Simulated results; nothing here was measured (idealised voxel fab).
A process module follows: voxel gate over fins.
We display cut, a cross-section 230 nm in width whose square cells are each 5 nm.
If you're reading a cross-section in this doc, picture square cells in a grid; it comes to you as bands, top ones listed first down to the bottom, and a band can be one or more rows of cells. Read a band's entry like this: the first values are the height of its top and the height of its bottom in nm, and what follows is the sequence of materials from left to right, each with its width in nm. Note that "empty" is empty space, and that a single material marked "everywhere" reaches across the band from edge to edge. Height is counted from the level 0, under which the received wafer is composed throughout of one material. The lowest of the bands is not closed at the bottom but continues downward, in the notation "from 0 down". When a width is written as two numbers, as in "30..40", the first number is the width in the top row of cells of the band and the second is the width in its bottom row, and the width changes by the same amount from each row to the next. Take "nothing different" at face value: in the step it is given for, the cross-section changed in none of its cells. You'll see "Trapped void list" listing empty spaces that have no way open to the top, as long as they're 8 cells or more; the notation is width x height at distance, where the distance is from the left edge, and all of it is in nm. Read whatever lies past the settings on a step's line as the simulator's own remark about the step. A step's line can hold "overlay nm"; with a mask on that step, the setting says how far right of the planned place the mask lay, while a negative setting says it lay to the left.

The process steps that were planned are listed below:
1: RECEIVE (material Si)
2: CONFORMAL_DEP (material SiN; thk nm 5)
3: PATTERN (tone cover; mask id FINS; material resist; width nm 15; pitch nm 60; thk nm 20; overlay nm 0)
4: DIRECTIONAL_ETCH (etch materials SiN; depth nm 5)
5: DIRECTIONAL_ETCH (etch materials Si; depth nm 35)
6: STRIP (etch materials resist)
7: OXIDIZE (depth nm 5)
8: FILL_DEP (material SiO2; thk nm 15)
9: CMP (height nm 5)
10: PATTERN (tone open; mask id RAIL; material resist; width nm 15; thk nm 20; overlay nm 0)
11: DIRECTIONAL_ETCH (etch materials SiO2; depth nm 35)
12: STRIP (etch materials resist)
13: CONFORMAL_DEP (material TiN; thk nm 5)
14: FILL_DEP (material Ru; thk nm 10)
15: CMP (height nm 5)
16: SELECTIVE_ETCH (etch materials W Ru TiN; depth nm 30)
17: FILL_DEP (material SiO2; thk nm 5)
18: CMP (height nm 5)
19: SELECTIVE_ETCH (etch materials SiO2; depth nm 20)
20: STRIP (etch materials SiN)
21: CONFORMAL_DEP (material HfO2; thk nm 5)
22: CONFORMAL_DEP (material TiN; thk nm 5)
23: CONFORMAL_DEP (material TiAl; thk nm 5)
24: CONFORMAL_DEP (material TiN; thk nm 5)
25: FILL_DEP (material W; thk nm 15)
26: CMP (height nm 30)
27: CONFORMAL_DEP (material SiN; thk nm 10)

First of the two wafers, run per plan:

This is the cross-section of the wafer as we received it, i.e. after step 1:
from 0 down | Si everywhere
Trapped void list: none

The wafer, seen in cross-section, after step 2:
from 5 to 0 | SiN everywhere
All layers under 0 are left as they were.

The wafer, seen in cross-section, after step 3:
from 25 to 5 | empty 75 nm; resist 15 nm; empty 45 nm; resist 15 nm; empty 80 nm
All layers under 5 are left as they were.

The wafer, seen in cross-section, after step 4:
from 25 to 5 | empty 75 nm; resist 15 nm; empty 45 nm; resist 15 nm; empty 80 nm
from 5 to 0 | empty 75 nm; SiN 15 nm; empty 45 nm; SiN 15 nm; empty 80 nm
All layers under 0 are left as they were.

The wafer, seen in cross-section, after step 5:
from 25 to 5 | empty 75 nm; resist 15 nm; empty 45 nm; resist 15 nm; empty 80 nm
from 5 to 0 | empty 75 nm; SiN 15 nm; empty 45 nm; SiN 15 nm; empty 80 nm
from 0 to -35 | empty 75 nm; Si 15 nm; empty 45 nm; Si 15 nm; empty 80 nm
All layers under -35 are left as they were.

The wafer, seen in cross-section, after step 6:
from 5 to 0 | empty 75 nm; SiN 15 nm; empty 45 nm; SiN 15 nm; empty 80 nm
All layers under 0 are left as they were.

The wafer, seen in cross-section, after step 7:
from 5 to 0 | empty 75 nm; SiN 15 nm; empty 45 nm; SiN 15 nm; empty 80 nm
from 0 to -35 | empty 75 nm; SiO2 5 nm; Si 5 nm; SiO2 5 nm; empty 45 nm; SiO2 5 nm; Si 5 nm; SiO2 5 nm; empty 80 nm
from -35 to -40 | SiO2 80 nm; Si 5 nm; SiO2 55 nm; Si 5 nm; SiO2 85 nm
All layers under -40 are left as they were.

The wafer, seen in cross-section, after step 8:
from 20 to 5 | SiO2 everywhere
from 5 to 0 | SiO2 75 nm; SiN 15 nm; SiO2 45 nm; SiN 15 nm; SiO2 80 nm
from 0 to -40 | SiO2 80 nm; Si 5 nm; SiO2 55 nm; Si 5 nm; SiO2 85 nm
All layers under -40 are left as they were.

The wafer, seen in cross-section, after step 9:
from 5 to 0 | SiO2 75 nm; SiN 15 nm; SiO2 45 nm; SiN 15 nm; SiO2 80 nm
All layers under 0 are left as they were.

The wafer, seen in cross-section, after step 10:
from 25 to 5 | resist 105 nm; empty 15 nm; resist 110 nm
All layers under 5 are left as they were.

The wafer, seen in cross-section, after step 11:
from 25 to 5 | resist 105 nm; empty 15 nm; resist 110 nm
from 5 to 0 | SiO2 75 nm; SiN 15 nm; SiO2 15 nm; empty 15 nm; SiO2 15 nm; SiN 15 nm; SiO2 80 nm
from 0 to -30 | SiO2 80 nm; Si 5 nm; SiO2 20 nm; empty 15 nm; SiO2 20 nm; Si 5 nm; SiO2 85 nm
All layers under -30 are left as they were.

The wafer, seen in cross-section, after step 12:
from 5 to 0 | SiO2 75 nm; SiN 15 nm; SiO2 15 nm; empty 15 nm; SiO2 15 nm; SiN 15 nm; SiO2 80 nm
All layers under 0 are left as they were.

The wafer, seen in cross-section, after step 13:
from 10 to 5 | TiN 110 nm; empty 5 nm; TiN 115 nm
from 5 to 0 | SiO2 75 nm; SiN 15 nm; SiO2 15 nm; TiN 5 nm; empty 5 nm; TiN 5 nm; SiO2 15 nm; SiN 15 nm; SiO2 80 nm
from 0 to -25 | SiO2 80 nm; Si 5 nm; SiO2 20 nm; TiN 5 nm; empty 5 nm; TiN 5 nm; SiO2 20 nm; Si 5 nm; SiO2 85 nm
from -25 to -30 | SiO2 80 nm; Si 5 nm; SiO2 20 nm; TiN 15 nm; SiO2 20 nm; Si 5 nm; SiO2 85 nm
All layers under -30 are left as they were.

The wafer, seen in cross-section, after step 14:
from 20 to 10 | Ru everywhere
from 10 to 5 | TiN 110 nm; Ru 5 nm; TiN 115 nm
from 5 to 0 | SiO2 75 nm; SiN 15 nm; SiO2 15 nm; TiN 5 nm; Ru 5 nm; TiN 5 nm; SiO2 15 nm; SiN 15 nm; SiO2 80 nm
from 0 to -25 | SiO2 80 nm; Si 5 nm; SiO2 20 nm; TiN 5 nm; Ru 5 nm; TiN 5 nm; SiO2 20 nm; Si 5 nm; SiO2 85 nm
All layers under -25 are left as they were.

The wafer, seen in cross-section, after step 15:
from 5 to 0 | SiO2 75 nm; SiN 15 nm; SiO2 15 nm; TiN 5 nm; Ru 5 nm; TiN 5 nm; SiO2 15 nm; SiN 15 nm; SiO2 80 nm
All layers under 0 are left as they were.

The wafer, seen in cross-section, after step 16:
from 5 to 0 | SiO2 75 nm; SiN 15 nm; SiO2 15 nm; empty 15 nm; SiO2 15 nm; SiN 15 nm; SiO2 80 nm
from 0 to -25 | SiO2 80 nm; Si 5 nm; SiO2 20 nm; empty 15 nm; SiO2 20 nm; Si 5 nm; SiO2 85 nm
All layers under -25 are left as they were.

The wafer, seen in cross-section, after step 17:
from 10 to 5 | SiO2 everywhere
from 5 to 0 | SiO2 75 nm; SiN 15 nm; SiO2 45 nm; SiN 15 nm; SiO2 80 nm
from 0 to -25 | SiO2 80 nm; Si 5 nm; SiO2 55 nm; Si 5 nm; SiO2 85 nm
All layers under -25 are left as they were.

The wafer, seen in cross-section, after step 18:
from 5 to 0 | SiO2 75 nm; SiN 15 nm; SiO2 45 nm; SiN 15 nm; SiO2 80 nm
All layers under 0 are left as they were.

The wafer, seen in cross-section, after step 19:
from 5 to 0 | empty 75 nm; SiN 15 nm; empty 45 nm; SiN 15 nm; empty 80 nm
from 0 to -15 | empty 80 nm; Si 5 nm; empty 55 nm; Si 5 nm; empty 85 nm
All layers under -15 are left as they were.

The wafer, seen in cross-section, after step 20:
from 0 to -15 | empty 80 nm; Si 5 nm; empty 55 nm; Si 5 nm; empty 85 nm
All layers under -15 are left as they were.

The wafer, seen in cross-section, after step 21:
from 5 to 0 | empty 75 nm; HfO2 15 nm; empty 45 nm; HfO2 15 nm; empty 80 nm
from 0 to -10 | empty 75 nm; HfO2 5 nm; Si 5 nm; HfO2 5 nm; empty 45 nm; HfO2 5 nm; Si 5 nm; HfO2 5 nm; empty 80 nm
from -10 to -15 | HfO2 80 nm; Si 5 nm; HfO2 55 nm; Si 5 nm; HfO2 85 nm
All layers under -15 are left as they were.

The wafer, seen in cross-section, after step 22:
from 10 to 5 | empty 70 nm; TiN 25 nm; empty 35 nm; TiN 25 nm; empty 75 nm
from 5 to 0 | empty 70 nm; TiN 5 nm; HfO2 15 nm; TiN 5 nm; empty 35 nm; TiN 5 nm; HfO2 15 nm; TiN 5 nm; empty 75 nm
from 0 to -5 | empty 70 nm; TiN 5 nm; HfO2 5 nm; Si 5 nm; HfO2 5 nm; TiN 5 nm; empty 35 nm; TiN 5 nm; HfO2 5 nm; Si 5 nm; HfO2 5 nm; TiN 5 nm; empty 75 nm
from -5 to -10 | TiN 75 nm; HfO2 5 nm; Si 5 nm; HfO2 5 nm; TiN 45 nm; HfO2 5 nm; Si 5 nm; HfO2 5 nm; TiN 80 nm
All layers under -10 are left as they were.

The wafer, seen in cross-section, after step 23:
from 15 to 10 | empty 65 nm; TiAl 35 nm; empty 25 nm; TiAl 35 nm; empty 70 nm
from 10 to 5 | empty 65 nm; TiAl 5 nm; TiN 25 nm; TiAl 5 nm; empty 25 nm; TiAl 5 nm; TiN 25 nm; TiAl 5 nm; empty 70 nm
from 5 to 0 | empty 65 nm; TiAl 5 nm; TiN 5 nm; HfO2 15 nm; TiN 5 nm; TiAl 5 nm; empty 25 nm; TiAl 5 nm; TiN 5 nm; HfO2 15 nm; TiN 5 nm; TiAl 5 nm; empty 70 nm
from 0 to -5 | TiAl 70 nm; TiN 5 nm; HfO2 5 nm; Si 5 nm; HfO2 5 nm; TiN 5 nm; TiAl 35 nm; TiN 5 nm; HfO2 5 nm; Si 5 nm; HfO2 5 nm; TiN 5 nm; TiAl 75 nm
All layers under -5 are left as they were.

The wafer, seen in cross-section, after step 24:
from 20 to 15 | empty 60 nm; TiN 45 nm; empty 15 nm; TiN 45 nm; empty 65 nm
from 15 to 10 | empty 60 nm; TiN 5 nm; TiAl 35 nm; TiN 5 nm; empty 15 nm; TiN 5 nm; TiAl 35 nm; TiN 5 nm; empty 65 nm
from 10 to 5 | empty 60 nm; TiN 5 nm; TiAl 5 nm; TiN 25 nm; TiAl 5 nm; TiN 5 nm; empty 15 nm; TiN 5 nm; TiAl 5 nm; TiN 25 nm; TiAl 5 nm; TiN 5 nm; empty 65 nm
from 5 to 0 | TiN 65 nm; TiAl 5 nm; TiN 5 nm; HfO2 15 nm; TiN 5 nm; TiAl 5 nm; TiN 25 nm; TiAl 5 nm; TiN 5 nm; HfO2 15 nm; TiN 5 nm; TiAl 5 nm; TiN 70 nm
All layers under 0 are left as they were.

The wafer, seen in cross-section, after step 25:
from 35 to 20 | W everywhere
from 20 to 15 | W 60 nm; TiN 45 nm; W 15 nm; TiN 45 nm; W 65 nm
from 15 to 10 | W 60 nm; TiN 5 nm; TiAl 35 nm; TiN 5 nm; W 15 nm; TiN 5 nm; TiAl 35 nm; TiN 5 nm; W 65 nm
from 10 to 5 | W 60 nm; TiN 5 nm; TiAl 5 nm; TiN 25 nm; TiAl 5 nm; TiN 5 nm; W 15 nm; TiN 5 nm; TiAl 5 nm; TiN 25 nm; TiAl 5 nm; TiN 5 nm; W 65 nm
All layers under 5 are left as they were.

The wafer, seen in cross-section, after step 26:
from 30 to 20 | W everywhere
All layers under 20 are left as they were.

The wafer, seen in cross-section, after step 27:
from 40 to 30 | SiN everywhere
All layers under 30 are left as they were.

Second wafer, same starting conditions and recipe as the first, one mistake in executing it, nothing differs from the first up to and including step 24:

Cross-section: second wafer, time at which step 25 was scheduled to end:
from 35 to 20 | SiO2 everywhere
from 20 to 15 | SiO2 60 nm; TiN 45 nm; SiO2 15 nm; TiN 45 nm; SiO2 65 nm
from 15 to 10 | SiO2 60 nm; TiN 5 nm; TiAl 35 nm; TiN 5 nm; SiO2 15 nm; TiN 5 nm; TiAl 35 nm; TiN 5 nm; SiO2 65 nm
from 10 to 5 | SiO2 60 nm; TiN 5 nm; TiAl 5 nm; TiN 25 nm; TiAl 5 nm; TiN 5 nm; SiO2 15 nm; TiN 5 nm; TiAl 5 nm; TiN 25 nm; TiAl 5 nm; TiN 5 nm; SiO2 65 nm
All layers under 5 are left as they were.

Cross-section: second wafer, time at which step 26 was scheduled to end:
from 30 to 20 | SiO2 everywhere
All layers under 20 are left as they were.

Cross-section: second wafer, time at which step 27 was scheduled to end:
from 40 to 30 | SiN everywhere
All layers under 30 are left as they were.
The plan and the run diverged here: step 25 was not run as planned; what actually ran was FILL_DEP (material SiO2; thk nm 15)
FYI, end of process, the second wafer has more or fewer cells of some materials than the first: SiO2: 176 more; W: 176 fewer
